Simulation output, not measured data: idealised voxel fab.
This is a process module. Its name is voxel transistor to metal.
Cross-section cut: width 225 nm, square cells of 5 nm.
Reading order for cross-sections: top band down to bottom band. Underlying form: a grid of square cells. Band size: one or more rows of cells. The entry gives the band's vertical extent as a top height and a bottom height in nm, then its horizontal make-up as materials from left to right, each with a width in nm. "blank" stands for empty space; a single material marked "throughout" fills the band edge to edge. Zero point of the height axis is 0; under it, received wafer = one material. Lowest band: continues down indefinitely, "0 -> down". The two numbers in a width such as "30..40" mark its ends across the band: the first belongs to the top row of cells, the second to the bottom row, and from each row to the next the width moves by the same amount. "left unchanged" after a step means that no cell of the cross-section changed. Basically, "Completely enclosed voids" tells you about the enclosed voids: empty spaces with no open way to the top, 8 cells or bigger, each written width x height at distance, where distance is from the left edge, all in nm. What comes after the settings on a step's line is commentary from the simulator itself on that step. You can add "overlay nm" to a step's line. For a step with a mask, it describes how far the mask lay to the right of its planned position, and a negative number describes a lay to the left.
-- Set out below are the planned steps of the process
1,RECEIVE (material Si)
2,CONFORMAL_DEP (material SiO2; thk nm 5)
3,CONFORMAL_DEP (material SiN; thk nm 15)
4,MASKED_ETCH (tone cover; mask id ACTIVE; width nm 85; pitch nm 110; etch materials SiN; depth nm 15; overlay nm 0)
5,MASKED_ETCH (tone cover; mask id ACTIVE; width nm 85; pitch nm 110; etch materials SiO2; depth nm 5; overlay nm 0)
6,MASKED_ETCH (tone cover; mask id ACTIVE; width nm 85; pitch nm 110; etch materials Si; depth nm 30; overlay nm 0)
7,OXIDIZE (depth nm 5)
8,FILL_DEP (material SiO2; thk nm 10)
9,CMP (height nm 20)
10,SELECTIVE_ETCH (etch materials SiO2; depth nm 10)
11,STRIP (etch materials SiN)
12,SELECTIVE_ETCH (etch materials SiO2; depth nm 5)
13,OXIDIZE (depth nm 5)
14,DIRECTIONAL_DEP (material polySi; thk nm 25)
15,DIRECTIONAL_DEP (material SiCN; thk nm 15)
16,DIRECTIONAL_DEP (material aC; thk nm 10)
17,PATTERN (tone cover; mask id GATE; material resist; width nm 15; pitch nm 110; thk nm 30; overlay nm 0)
18,DIRECTIONAL_ETCH (etch materials aC; depth nm 10)
19,STRIP (etch materials resist)
20,DIRECTIONAL_ETCH (etch materials SiCN; depth nm 25)
21,DIRECTIONAL_ETCH (etch materials polySi; depth nm 35)
22,STRIP (etch materials aC)
23,CONFORMAL_DEP (material SiN; thk nm 5)
24,DIRECTIONAL_ETCH (etch materials SiN; depth nm 5)
25,DIRECTIONAL_ETCH (etch materials SiO2; depth nm 5)
26,DIRECTIONAL_ETCH (etch materials Si; depth nm 15)
27,EPI (material pSi; thk nm 15)
28,FILL_DEP (material SiO2; thk nm 10)
29,CMP (height nm 40)
30,DIRECTIONAL_DEP (material SiO2; thk nm 15)
31,MASKED_ETCH (tone open; mask id CONTACT; width nm 15; etch materials SiO2; depth nm 60; overlay nm 0)
32,CONFORMAL_DEP (material TiN; thk nm 5)
33,FILL_DEP (material W; thk nm 5)
34,CMP (height nm 55)
35,CONFORMAL_DEP (material SiCN; thk nm 5)
36,DIRECTIONAL_DEP (material SiO2; thk nm 15)
37,MASKED_ETCH (tone open; mask id METAL_1; width nm 15; etch materials SiO2; depth nm 15; overlay nm 0)
38,MASKED_ETCH (tone open; mask id METAL_1; width nm 15; etch materials SiCN; depth nm 5; overlay nm 0)
39,CONFORMAL_DEP (material TiN; thk nm 5)
40,FILL_DEP (material Ru; thk nm 10)
41,CMP (height nm 75)
42,CONFORMAL_DEP (material SiN; thk nm 5)
-- First of the two wafers, run per plan
-- Received-state cross-section, reflecting completion of step 1
0 -> down  Si throughout
Completely enclosed voids: none
-- Take a look at the wafer's cross-section after step 2
5 -> 0  SiO2 throughout
Beneath the level 0, the cross-section is identical to its previous state.
-- Take a look at the wafer's cross-section after step 3
20 -> 5  SiN throughout
Beneath the level 5, the cross-section is identical to its previous state.
-- Take a look at the wafer's cross-section after step 4
20 -> 5  blank 15 | SiN 85 | blank 25 | SiN 85 | blank 15
Beneath the level 5, the cross-section is identical to its previous state.
-- Take a look at the wafer's cross-section after step 5
20 -> 5  blank 15 | SiN 85 | blank 25 | SiN 85 | blank 15
5 -> 0  blank 15 | SiO2 85 | blank 25 | SiO2 85 | blank 15
Beneath the level 0, the cross-section is identical to its previous state.
-- Take a look at the wafer's cross-section after step 6
20 -> 5  blank 15 | SiN 85 | blank 25 | SiN 85 | blank 15
5 -> 0  blank 15 | SiO2 85 | blank 25 | SiO2 85 | blank 15
0 -> -30  blank 15 | Si 85 | blank 25 | Si 85 | blank 15
Beneath the level -30, the cross-section is identical to its previous state.
-- Take a look at the wafer's cross-section after step 7
20 -> 5  blank 15 | SiN 85 | blank 25 | SiN 85 | blank 15
5 -> 0  blank 15 | SiO2 85 | blank 25 | SiO2 85 | blank 15
0 -> -30  blank 15 | SiO2 5 | Si 75 | SiO2 5 | blank 25 | SiO2 5 | Si 75 | SiO2 5 | blank 15
-30 -> -35  SiO2 20 | Si 75 | SiO2 35 | Si 75 | SiO2 20
Beneath the level -35, the cross-section is identical to its previous state.
-- Take a look at the wafer's cross-section after step 8
30 -> 20  SiO2 throughout
20 -> 5  SiO2 15 | SiN 85 | SiO2 25 | SiN 85 | SiO2 15
5 -> 0  SiO2 throughout
0 -> -35  SiO2 20 | Si 75 | SiO2 35 | Si 75 | SiO2 20
Beneath the level -35, the cross-section is identical to its previous state.
-- Take a look at the wafer's cross-section after step 9
20 -> 5  SiO2 15 | SiN 85 | SiO2 25 | SiN 85 | SiO2 15
Beneath the level 5, the cross-section is identical to its previous state.
-- Take a look at the wafer's cross-section after step 10
20 -> 10  blank 15 | SiN 85 | blank 25 | SiN 85 | blank 15
Beneath the level 10, the cross-section is identical to its previous state.
-- Take a look at the wafer's cross-section after step 11
10 -> 5  SiO2 15 | blank 85 | SiO2 25 | blank 85 | SiO2 15
Beneath the level 5, the cross-section is identical to its previous state.
-- Take a look at the wafer's cross-section after step 12
5 -> 0  SiO2 10 | blank 95 | SiO2 15 | blank 95 | SiO2 10
Beneath the level 0, the cross-section is identical to its previous state.
-- Take a look at the wafer's cross-section after step 13
5 -> 0  SiO2 10 | blank 95 | SiO2 15 | blank 95 | SiO2 10
0 -> -5  SiO2 throughout
Beneath the level -5, the cross-section is identical to its previous state.
-- Take a look at the wafer's cross-section after step 14
30 -> 25  polySi 10 | blank 95 | polySi 15 | blank 95 | polySi 10
25 -> 5  polySi throughout
5 -> 0  SiO2 10 | polySi 95 | SiO2 15 | polySi 95 | SiO2 10
Beneath the level 0, the cross-section is identical to its previous state.
-- Take a look at the wafer's cross-section after step 15
45 -> 40  SiCN 10 | blank 95 | SiCN 15 | blank 95 | SiCN 10
40 -> 30  SiCN throughout
30 -> 25  polySi 10 | SiCN 95 | polySi 15 | SiCN 95 | polySi 10
Beneath the level 25, the cross-section is identical to its previous state.
-- Take a look at the wafer's cross-section after step 16
55 -> 50  aC 10 | blank 95 | aC 15 | blank 95 | aC 10
50 -> 45  aC throughout
45 -> 40  SiCN 10 | aC 95 | SiCN 15 | aC 95 | SiCN 10
Beneath the level 40, the cross-section is identical to its previous state.
-- Take a look at the wafer's cross-section after step 17
85 -> 55  blank 50 | resist 15 | blank 95 | resist 15 | blank 50
55 -> 50  aC 10 | blank 40 | resist 15 | blank 40 | aC 15 | blank 40 | resist 15 | blank 40 | aC 10
Beneath the level 50, the cross-section is identical to its previous state.
-- Take a look at the wafer's cross-section after step 18
75 -> 50  blank 50 | resist 15 | blank 95 | resist 15 | blank 50
50 -> 45  blank 50 | aC 15 | blank 95 | aC 15 | blank 50
45 -> 40  SiCN 10 | blank 40 | aC 15 | blank 40 | SiCN 15 | blank 40 | aC 15 | blank 40 | SiCN 10
Beneath the level 40, the cross-section is identical to its previous state.
-- Take a look at the wafer's cross-section after step 19
50 -> 45  blank 50 | aC 15 | blank 95 | aC 15 | blank 50
Beneath the level 45, the cross-section is identical to its previous state.
-- Take a look at the wafer's cross-section after step 20
50 -> 40  blank 50 | aC 15 | blank 95 | aC 15 | blank 50
40 -> 30  blank 50 | SiCN 15 | blank 95 | SiCN 15 | blank 50
30 -> 25  polySi 10 | blank 40 | SiCN 15 | blank 40 | polySi 15 | blank 40 | SiCN 15 | blank 40 | polySi 10
Beneath the level 25, the cross-section is identical to its previous state.
-- Take a look at the wafer's cross-section after step 21
50 -> 40  blank 50 | aC 15 | blank 95 | aC 15 | blank 50
40 -> 25  blank 50 | SiCN 15 | blank 95 | SiCN 15 | blank 50
25 -> 5  blank 50 | polySi 15 | blank 95 | polySi 15 | blank 50
5 -> 0  SiO2 10 | blank 40 | polySi 15 | blank 40 | SiO2 15 | blank 40 | polySi 15 | blank 40 | SiO2 10
Beneath the level 0, the cross-section is identical to its previous state.
-- Take a look at the wafer's cross-section after step 22
40 -> 25  blank 50 | SiCN 15 | blank 95 | SiCN 15 | blank 50
Beneath the level 25, the cross-section is identical to its previous state.
-- Take a look at the wafer's cross-section after step 23
45 -> 40  blank 45 | SiN 25 | blank 85 | SiN 25 | blank 45
40 -> 25  blank 45 | SiN 5 | SiCN 15 | SiN 5 | blank 85 | SiN 5 | SiCN 15 | SiN 5 | blank 45
25 -> 10  blank 45 | SiN 5 | polySi 15 | SiN 5 | blank 85 | SiN 5 | polySi 15 | SiN 5 | blank 45
10 -> 5  SiN 15 | blank 30 | SiN 5 | polySi 15 | SiN 5 | blank 30 | SiN 25 | blank 30 | SiN 5 | polySi 15 | SiN 5 | blank 30 | SiN 15
5 -> 0  SiO2 10 | SiN 40 | polySi 15 | SiN 40 | SiO2 15 | SiN 40 | polySi 15 | SiN 40 | SiO2 10
Beneath the level 0, the cross-section is identical to its previous state.
-- Take a look at the wafer's cross-section after step 24
40 -> 25  blank 45 | SiN 5 | SiCN 15 | SiN 5 | blank 85 | SiN 5 | SiCN 15 | SiN 5 | blank 45
25 -> 5  blank 45 | SiN 5 | polySi 15 | SiN 5 | blank 85 | SiN 5 | polySi 15 | SiN 5 | blank 45
5 -> 0  SiO2 10 | SiN 5 | blank 30 | SiN 5 | polySi 15 | SiN 5 | blank 30 | SiN 5 | SiO2 15 | SiN 5 | blank 30 | SiN 5 | polySi 15 | SiN 5 | blank 30 | SiN 5 | SiO2 10
Beneath the level 0, the cross-section is identical to its previous state.
-- Take a look at the wafer's cross-section after step 25
40 -> 25  blank 45 | SiN 5 | SiCN 15 | SiN 5 | blank 85 | SiN 5 | SiCN 15 | SiN 5 | blank 45
25 -> 5  blank 45 | SiN 5 | polySi 15 | SiN 5 | blank 85 | SiN 5 | polySi 15 | SiN 5 | blank 45
5 -> 0  blank 10 | SiN 5 | blank 30 | SiN 5 | polySi 15 | SiN 5 | blank 30 | SiN 5 | blank 15 | SiN 5 | blank 30 | SiN 5 | polySi 15 | SiN 5 | blank 30 | SiN 5 | blank 10
0 -> -5  SiO2 15 | blank 30 | SiO2 25 | blank 30 | SiO2 25 | blank 30 | SiO2 25 | blank 30 | SiO2 15
Beneath the level -5, the cross-section is identical to its previous state.
-- Take a look at the wafer's cross-section after step 26
40 -> 25  blank 45 | SiN 5 | SiCN 15 | SiN 5 | blank 85 | SiN 5 | SiCN 15 | SiN 5 | blank 45
25 -> 5  blank 45 | SiN 5 | polySi 15 | SiN 5 | blank 85 | SiN 5 | polySi 15 | SiN 5 | blank 45
5 -> 0  blank 10 | SiN 5 | blank 30 | SiN 5 | polySi 15 | SiN 5 | blank 30 | SiN 5 | blank 15 | SiN 5 | blank 30 | SiN 5 | polySi 15 | SiN 5 | blank 30 | SiN 5 | blank 10
0 -> -5  SiO2 15 | blank 30 | SiO2 25 | blank 30 | SiO2 25 | blank 30 | SiO2 25 | blank 30 | SiO2 15
-5 -> -20  SiO2 20 | blank 25 | Si 25 | blank 25 | SiO2 35 | blank 25 | Si 25 | blank 25 | SiO2 20
Beneath the level -20, the cross-section is identical to its previous state.
-- Take a look at the wafer's cross-section after step 27
40 -> 25  blank 45 | SiN 5 | SiCN 15 | SiN 5 | blank 85 | SiN 5 | SiCN 15 | SiN 5 | blank 45
25 -> 10  blank 45 | SiN 5 | polySi 15 | SiN 5 | blank 85 | SiN 5 | polySi 15 | SiN 5 | blank 45
10 -> 5  blank 30 | pSi 15 | SiN 5 | polySi 15 | SiN 5 | pSi 15 | blank 55 | pSi 15 | SiN 5 | polySi 15 | SiN 5 | pSi 15 | blank 30
5 -> 0  blank 10 | SiN 5 | blank 15 | pSi 15 | SiN 5 | polySi 15 | SiN 5 | pSi 15 | blank 15 | SiN 5 | blank 15 | SiN 5 | blank 15 | pSi 15 | SiN 5 | polySi 15 | SiN 5 | pSi 15 | blank 15 | SiN 5 | blank 10
0 -> -5  SiO2 15 | blank 15 | pSi 15 | SiO2 25 | pSi 15 | blank 15 | SiO2 25 | blank 15 | pSi 15 | SiO2 25 | pSi 15 | blank 15 | SiO2 15
-5 -> -20  SiO2 20 | pSi 25 | Si 25 | pSi 25 | SiO2 35 | pSi 25 | Si 25 | pSi 25 | SiO2 20
Beneath the level -20, the cross-section is identical to its previous state.
-- Take a look at the wafer's cross-section after step 28
50 -> 40  SiO2 throughout
40 -> 25  SiO2 45 | SiN 5 | SiCN 15 | SiN 5 | SiO2 85 | SiN 5 | SiCN 15 | SiN 5 | SiO2 45
25 -> 10  SiO2 45 | SiN 5 | polySi 15 | SiN 5 | SiO2 85 | SiN 5 | polySi 15 | SiN 5 | SiO2 45
10 -> 5  SiO2 30 | pSi 15 | SiN 5 | polySi 15 | SiN 5 | pSi 15 | SiO2 55 | pSi 15 | SiN 5 | polySi 15 | SiN 5 | pSi 15 | SiO2 30
5 -> 0  SiO2 10 | SiN 5 | SiO2 15 | pSi 15 | SiN 5 | polySi 15 | SiN 5 | pSi 15 | SiO2 15 | SiN 5 | SiO2 15 | SiN 5 | SiO2 15 | pSi 15 | SiN 5 | polySi 15 | SiN 5 | pSi 15 | SiO2 15 | SiN 5 | SiO2 10
0 -> -5  SiO2 30 | pSi 15 | SiO2 25 | pSi 15 | SiO2 55 | pSi 15 | SiO2 25 | pSi 15 | SiO2 30
Beneath the level -5, the cross-section is identical to its previous state.
-- Take a look at the wafer's cross-section after step 29
40 -> 25  SiO2 45 | SiN 5 | SiCN 15 | SiN 5 | SiO2 85 | SiN 5 | SiCN 15 | SiN 5 | SiO2 45
Beneath the level 25, the cross-section is identical to its previous state.
-- Take a look at the wafer's cross-section after step 30
55 -> 40  SiO2 throughout
Beneath the level 40, the cross-section is identical to its previous state.
-- Take a look at the wafer's cross-section after step 31
55 -> 40  SiO2 20 | blank 15 | SiO2 45 | blank 15 | SiO2 35 | blank 15 | SiO2 45 | blank 15 | SiO2 20
40 -> 25  SiO2 20 | blank 15 | SiO2 10 | SiN 5 | SiCN 15 | SiN 5 | SiO2 10 | blank 15 | SiO2 35 | blank 15 | SiO2 10 | SiN 5 | SiCN 15 | SiN 5 | SiO2 10 | blank 15 | SiO2 20
25 -> 10  SiO2 20 | blank 15 | SiO2 10 | SiN 5 | polySi 15 | SiN 5 | SiO2 10 | blank 15 | SiO2 35 | blank 15 | SiO2 10 | SiN 5 | polySi 15 | SiN 5 | SiO2 10 | blank 15 | SiO2 20
10 -> 5  SiO2 20 | blank 10 | pSi 15 | SiN 5 | polySi 15 | SiN 5 | pSi 15 | blank 10 | SiO2 35 | blank 10 | pSi 15 | SiN 5 | polySi 15 | SiN 5 | pSi 15 | blank 10 | SiO2 20
5 -> 0  SiO2 10 | SiN 5 | SiO2 5 | blank 10 | pSi 15 | SiN 5 | polySi 15 | SiN 5 | pSi 15 | blank 10 | SiO2 5 | SiN 5 | SiO2 15 | SiN 5 | SiO2 5 | blank 10 | pSi 15 | SiN 5 | polySi 15 | SiN 5 | pSi 15 | blank 10 | SiO2 5 | SiN 5 | SiO2 10
0 -> -5  SiO2 20 | blank 10 | pSi 15 | SiO2 25 | pSi 15 | blank 10 | SiO2 35 | blank 10 | pSi 15 | SiO2 25 | pSi 15 | blank 10 | SiO2 20
Beneath the level -5, the cross-section is identical to its previous state.
-- Take a look at the wafer's cross-section after step 32
60 -> 55  TiN 25 | blank 5 | TiN 55 | blank 5 | TiN 45 | blank 5 | TiN 55 | blank 5 | TiN 25
55 -> 40  SiO2 20 | TiN 5 | blank 5 | TiN 5 | SiO2 45 | TiN 5 | blank 5 | TiN 5 | SiO2 35 | TiN 5 | blank 5 | TiN 5 | SiO2 45 | TiN 5 | blank 5 | TiN 5 | SiO2 20
40 -> 25  SiO2 20 | TiN 5 | blank 5 | TiN 5 | SiO2 10 | SiN 5 | SiCN 15 | SiN 5 | SiO2 10 | TiN 5 | blank 5 | TiN 5 | SiO2 35 | TiN 5 | blank 5 | TiN 5 | SiO2 10 | SiN 5 | SiCN 15 | SiN 5 | SiO2 10 | TiN 5 | blank 5 | TiN 5 | SiO2 20
25 -> 15  SiO2 20 | TiN 5 | blank 5 | TiN 5 | SiO2 10 | SiN 5 | polySi 15 | SiN 5 | SiO2 10 | TiN 5 | blank 5 | TiN 5 | SiO2 35 | TiN 5 | blank 5 | TiN 5 | SiO2 10 | SiN 5 | polySi 15 | SiN 5 | SiO2 10 | TiN 5 | blank 5 | TiN 5 | SiO2 20
15 -> 10  SiO2 20 | TiN 15 | SiO2 10 | SiN 5 | polySi 15 | SiN 5 | SiO2 10 | TiN 15 | SiO2 35 | TiN 15 | SiO2 10 | SiN 5 | polySi 15 | SiN 5 | SiO2 10 | TiN 15 | SiO2 20
10 -> 5  SiO2 20 | TiN 10 | pSi 15 | SiN 5 | polySi 15 | SiN 5 | pSi 15 | TiN 10 | SiO2 35 | TiN 10 | pSi 15 | SiN 5 | polySi 15 | SiN 5 | pSi 15 | TiN 10 | SiO2 20
5 -> 0  SiO2 10 | SiN 5 | SiO2 5 | TiN 10 | pSi 15 | SiN 5 | polySi 15 | SiN 5 | pSi 15 | TiN 10 | SiO2 5 | SiN 5 | SiO2 15 | SiN 5 | SiO2 5 | TiN 10 | pSi 15 | SiN 5 | polySi 15 | SiN 5 | pSi 15 | TiN 10 | SiO2 5 | SiN 5 | SiO2 10
0 -> -5  SiO2 20 | TiN 10 | pSi 15 | SiO2 25 | pSi 15 | TiN 10 | SiO2 35 | TiN 10 | pSi 15 | SiO2 25 | pSi 15 | TiN 10 | SiO2 20
Beneath the level -5, the cross-section is identical to its previous state.
-- Take a look at the wafer's cross-section after step 33
65 -> 60  W throughout
60 -> 55  TiN 25 | W 5 | TiN 55 | W 5 | TiN 45 | W 5 | TiN 55 | W 5 | TiN 25
55 -> 40  SiO2 20 | TiN 5 | W 5 | TiN 5 | SiO2 45 | TiN 5 | W 5 | TiN 5 | SiO2 35 | TiN 5 | W 5 | TiN 5 | SiO2 45 | TiN 5 | W 5 | TiN 5 | SiO2 20
40 -> 25  SiO2 20 | TiN 5 | W 5 | TiN 5 | SiO2 10 | SiN 5 | SiCN 15 | SiN 5 | SiO2 10 | TiN 5 | W 5 | TiN 5 | SiO2 35 | TiN 5 | W 5 | TiN 5 | SiO2 10 | SiN 5 | SiCN 15 | SiN 5 | SiO2 10 | TiN 5 | W 5 | TiN 5 | SiO2 20
25 -> 15  SiO2 20 | TiN 5 | W 5 | TiN 5 | SiO2 10 | SiN 5 | polySi 15 | SiN 5 | SiO2 10 | TiN 5 | W 5 | TiN 5 | SiO2 35 | TiN 5 | W 5 | TiN 5 | SiO2 10 | SiN 5 | polySi 15 | SiN 5 | SiO2 10 | TiN 5 | W 5 | TiN 5 | SiO2 20
Beneath the level 15, the cross-section is identical to its previous state.
-- Take a look at the wafer's cross-section after step 34
55 -> 40  SiO2 20 | TiN 5 | W 5 | TiN 5 | SiO2 45 | TiN 5 | W 5 | TiN 5 | SiO2 35 | TiN 5 | W 5 | TiN 5 | SiO2 45 | TiN 5 | W 5 | TiN 5 | SiO2 20
Beneath the level 40, the cross-section is identical to its previous state.
-- Take a look at the wafer's cross-section after step 35
60 -> 55  SiCN throughout
Beneath the level 55, the cross-section is identical to its previous state.
-- Take a look at the wafer's cross-section after step 36
75 -> 60  SiO2 throughout
Beneath the level 60, the cross-section is identical to its previous state.
-- Take a look at the wafer's cross-section after step 37
75 -> 60  SiO2 20 | blank 15 | SiO2 45 | blank 15 | SiO2 35 | blank 15 | SiO2 45 | blank 15 | SiO2 20
Beneath the level 60, the cross-section is identical to its previous state.
-- Take a look at the wafer's cross-section after step 38
75 -> 60  SiO2 20 | blank 15 | SiO2 45 | blank 15 | SiO2 35 | blank 15 | SiO2 45 | blank 15 | SiO2 20
60 -> 55  SiCN 20 | blank 15 | SiCN 45 | blank 15 | SiCN 35 | blank 15 | SiCN 45 | blank 15 | SiCN 20
Beneath the level 55, the cross-section is identical to its previous state.
-- Take a look at the wafer's cross-section after step 39
80 -> 75  TiN 25 | blank 5 | TiN 55 | blank 5 | TiN 45 | blank 5 | TiN 55 | blank 5 | TiN 25
75 -> 60  SiO2 20 | TiN 5 | blank 5 | TiN 5 | SiO2 45 | TiN 5 | blank 5 | TiN 5 | SiO2 35 | TiN 5 | blank 5 | TiN 5 | SiO2 45 | TiN 5 | blank 5 | TiN 5 | SiO2 20
60 -> 55  SiCN 20 | TiN 15 | SiCN 45 | TiN 15 | SiCN 35 | TiN 15 | SiCN 45 | TiN 15 | SiCN 20
Beneath the level 55, the cross-section is identical to its previous state.
-- Take a look at the wafer's cross-section after step 40
90 -> 80  Ru throughout
80 -> 75  TiN 25 | Ru 5 | TiN 55 | Ru 5 | TiN 45 | Ru 5 | TiN 55 | Ru 5 | TiN 25
75 -> 60  SiO2 20 | TiN 5 | Ru 5 | TiN 5 | SiO2 45 | TiN 5 | Ru 5 | TiN 5 | SiO2 35 | TiN 5 | Ru 5 | TiN 5 | SiO2 45 | TiN 5 | Ru 5 | TiN 5 | SiO2 20
Beneath the level 60, the cross-section is identical to its previous state.
-- Take a look at the wafer's cross-section after step 41
75 -> 60  SiO2 20 | TiN 5 | Ru 5 | TiN 5 | SiO2 45 | TiN 5 | Ru 5 | TiN 5 | SiO2 35 | TiN 5 | Ru 5 | TiN 5 | SiO2 45 | TiN 5 | Ru 5 | TiN 5 | SiO2 20
Beneath the level 60, the cross-section is identical to its previous state.
-- Take a look at the wafer's cross-section after step 42
80 -> 75  SiN throughout
Beneath the level 75, the cross-section is identical to its previous state.
-- What follows concerns the second wafer, which started out like the first and was meant to follow the very same plan; one mistake crept in when it was run, but everything up to and including step 29 is the same as for the first wafer
-- Second wafer, section view, time point: scheduled end of step 30
40 -> 25  SiO2 20 | blank 15 | SiO2 10 | SiN 5 | SiCN 15 | SiN 5 | SiO2 10 | blank 15 | SiO2 35 | blank 15 | SiO2 10 | SiN 5 | SiCN 15 | SiN 5 | SiO2 10 | blank 15 | SiO2 20
25 -> 10  SiO2 20 | blank 15 | SiO2 10 | SiN 5 | polySi 15 | SiN 5 | SiO2 10 | blank 15 | SiO2 35 | blank 15 | SiO2 10 | SiN 5 | polySi 15 | SiN 5 | SiO2 10 | blank 15 | SiO2 20
10 -> 5  SiO2 20 | blank 10 | pSi 15 | SiN 5 | polySi 15 | SiN 5 | pSi 15 | blank 10 | SiO2 35 | blank 10 | pSi 15 | SiN 5 | polySi 15 | SiN 5 | pSi 15 | blank 10 | SiO2 20
5 -> 0  SiO2 10 | SiN 5 | SiO2 5 | blank 10 | pSi 15 | SiN 5 | polySi 15 | SiN 5 | pSi 15 | blank 10 | SiO2 5 | SiN 5 | SiO2 15 | SiN 5 | SiO2 5 | blank 10 | pSi 15 | SiN 5 | polySi 15 | SiN 5 | pSi 15 | blank 10 | SiO2 5 | SiN 5 | SiO2 10
0 -> -5  SiO2 20 | blank 10 | pSi 15 | SiO2 25 | pSi 15 | blank 10 | SiO2 35 | blank 10 | pSi 15 | SiO2 25 | pSi 15 | blank 10 | SiO2 20
Beneath the level -5, the cross-section is identical to its previous state.
-- Second wafer, section view, time point: scheduled end of step 31
55 -> 40  SiO2 20 | blank 15 | SiO2 45 | blank 15 | SiO2 35 | blank 15 | SiO2 45 | blank 15 | SiO2 20
40 -> 25  SiO2 20 | blank 15 | SiO2 10 | SiN 5 | SiCN 15 | SiN 5 | SiO2 10 | blank 15 | SiO2 35 | blank 15 | SiO2 10 | SiN 5 | SiCN 15 | SiN 5 | SiO2 10 | blank 15 | SiO2 20
25 -> 10  SiO2 20 | blank 10 | SiO2 15 | SiN 5 | polySi 15 | SiN 5 | SiO2 15 | blank 10 | SiO2 35 | blank 10 | SiO2 15 | SiN 5 | polySi 15 | SiN 5 | SiO2 15 | blank 10 | SiO2 20
10 -> 5  SiO2 30 | pSi 15 | SiN 5 | polySi 15 | SiN 5 | pSi 15 | SiO2 55 | pSi 15 | SiN 5 | polySi 15 | SiN 5 | pSi 15 | SiO2 30
5 -> 0  SiO2 10 | SiN 5 | SiO2 15 | pSi 15 | SiN 5 | polySi 15 | SiN 5 | pSi 15 | SiO2 15 | SiN 5 | SiO2 15 | SiN 5 | SiO2 15 | pSi 15 | SiN 5 | polySi 15 | SiN 5 | pSi 15 | SiO2 15 | SiN 5 | SiO2 10
0 -> -5  SiO2 30 | pSi 15 | SiO2 25 | pSi 15 | SiO2 55 | pSi 15 | SiO2 25 | pSi 15 | SiO2 30
Beneath the level -5, the cross-section is identical to its previous state.
-- Second wafer, section view, time point: scheduled end of step 32
60 -> 55  TiN 25 | blank 5 | TiN 55 | blank 5 | TiN 45 | blank 5 | TiN 55 | blank 5 | TiN 25
55 -> 40  SiO2 20 | TiN 5 | blank 5 | TiN 5 | SiO2 45 | TiN 5 | blank 5 | TiN 5 | SiO2 35 | TiN 5 | blank 5 | TiN 5 | SiO2 45 | TiN 5 | blank 5 | TiN 5 | SiO2 20
40 -> 30  SiO2 20 | TiN 5 | blank 5 | TiN 5 | SiO2 10 | SiN 5 | SiCN 15 | SiN 5 | SiO2 10 | TiN 5 | blank 5 | TiN 5 | SiO2 35 | TiN 5 | blank 5 | TiN 5 | SiO2 10 | SiN 5 | SiCN 15 | SiN 5 | SiO2 10 | TiN 5 | blank 5 | TiN 5 | SiO2 20
30 -> 25  SiO2 20 | TiN 15 | SiO2 10 | SiN 5 | SiCN 15 | SiN 5 | SiO2 10 | TiN 15 | SiO2 35 | TiN 15 | SiO2 10 | SiN 5 | SiCN 15 | SiN 5 | SiO2 10 | TiN 15 | SiO2 20
25 -> 10  SiO2 20 | TiN 10 | SiO2 15 | SiN 5 | polySi 15 | SiN 5 | SiO2 15 | TiN 10 | SiO2 35 | TiN 10 | SiO2 15 | SiN 5 | polySi 15 | SiN 5 | SiO2 15 | TiN 10 | SiO2 20
Beneath the level 10, the cross-section is identical to its previous state.
-- Second wafer, section view, time point: scheduled end of step 33
65 -> 60  W throughout
60 -> 55  TiN 25 | W 5 | TiN 55 | W 5 | TiN 45 | W 5 | TiN 55 | W 5 | TiN 25
55 -> 40  SiO2 20 | TiN 5 | W 5 | TiN 5 | SiO2 45 | TiN 5 | W 5 | TiN 5 | SiO2 35 | TiN 5 | W 5 | TiN 5 | SiO2 45 | TiN 5 | W 5 | TiN 5 | SiO2 20
40 -> 30  SiO2 20 | TiN 5 | W 5 | TiN 5 | SiO2 10 | SiN 5 | SiCN 15 | SiN 5 | SiO2 10 | TiN 5 | W 5 | TiN 5 | SiO2 35 | TiN 5 | W 5 | TiN 5 | SiO2 10 | SiN 5 | SiCN 15 | SiN 5 | SiO2 10 | TiN 5 | W 5 | TiN 5 | SiO2 20
Beneath the level 30, the cross-section is identical to its previous state.
-- Second wafer, section view, time point: scheduled end of step 34
55 -> 40  SiO2 20 | TiN 5 | W 5 | TiN 5 | SiO2 45 | TiN 5 | W 5 | TiN 5 | SiO2 35 | TiN 5 | W 5 | TiN 5 | SiO2 45 | TiN 5 | W 5 | TiN 5 | SiO2 20
Beneath the level 40, the cross-section is identical to its previous state.
-- Second wafer, section view, time point: scheduled end of step 35
60 -> 55  SiCN throughout
Beneath the level 55, the cross-section is identical to its previous state.
-- Second wafer, section view, time point: scheduled end of step 36
75 -> 60  SiO2 throughout
Beneath the level 60, the cross-section is identical to its previous state.
-- Second wafer, section view, time point: scheduled end of step 37
75 -> 60  SiO2 20 | blank 15 | SiO2 45 | blank 15 | SiO2 35 | blank 15 | SiO2 45 | blank 15 | SiO2 20
Beneath the level 60, the cross-section is identical to its previous state.
-- Second wafer, section view, time point: scheduled end of step 38
75 -> 60  SiO2 20 | blank 15 | SiO2 45 | blank 15 | SiO2 35 | blank 15 | SiO2 45 | blank 15 | SiO2 20
60 -> 55  SiCN 20 | blank 15 | SiCN 45 | blank 15 | SiCN 35 | blank 15 | SiCN 45 | blank 15 | SiCN 20
Beneath the level 55, the cross-section is identical to its previous state.
-- Second wafer, section view, time point: scheduled end of step 39
80 -> 75  TiN 25 | blank 5 | TiN 55 | blank 5 | TiN 45 | blank 5 | TiN 55 | blank 5 | TiN 25
75 -> 60  SiO2 20 | TiN 5 | blank 5 | TiN 5 | SiO2 45 | TiN 5 | blank 5 | TiN 5 | SiO2 35 | TiN 5 | blank 5 | TiN 5 | SiO2 45 | TiN 5 | blank 5 | TiN 5 | SiO2 20
60 -> 55  SiCN 20 | TiN 15 | SiCN 45 | TiN 15 | SiCN 35 | TiN 15 | SiCN 45 | TiN 15 | SiCN 20
Beneath the level 55, the cross-section is identical to its previous state.
-- Second wafer, section view, time point: scheduled end of step 40
90 -> 80  Ru throughout
80 -> 75  TiN 25 | Ru 5 | TiN 55 | Ru 5 | TiN 45 | Ru 5 | TiN 55 | Ru 5 | TiN 25
75 -> 60  SiO2 20 | TiN 5 | Ru 5 | TiN 5 | SiO2 45 | TiN 5 | Ru 5 | TiN 5 | SiO2 35 | TiN 5 | Ru 5 | TiN 5 | SiO2 45 | TiN 5 | Ru 5 | TiN 5 | SiO2 20
Beneath the level 60, the cross-section is identical to its previous state.
-- Second wafer, section view, time point: scheduled end of step 41
75 -> 60  SiO2 20 | TiN 5 | Ru 5 | TiN 5 | SiO2 45 | TiN 5 | Ru 5 | TiN 5 | SiO2 35 | TiN 5 | Ru 5 | TiN 5 | SiO2 45 | TiN 5 | Ru 5 | TiN 5 | SiO2 20
Beneath the level 60, the cross-section is identical to its previous state.
-- Second wafer, section view, time point: scheduled end of step 42
80 -> 75  SiN throughout
Beneath the level 75, the cross-section is identical to its previous state.
Processing error: steps 30 and 31 run out of order (swapped)
Wafer comparison, final, in cells, second relative to first, materials more or fewer: 36 more of SiO2, 24 fewer of TiN, 12 fewer of W
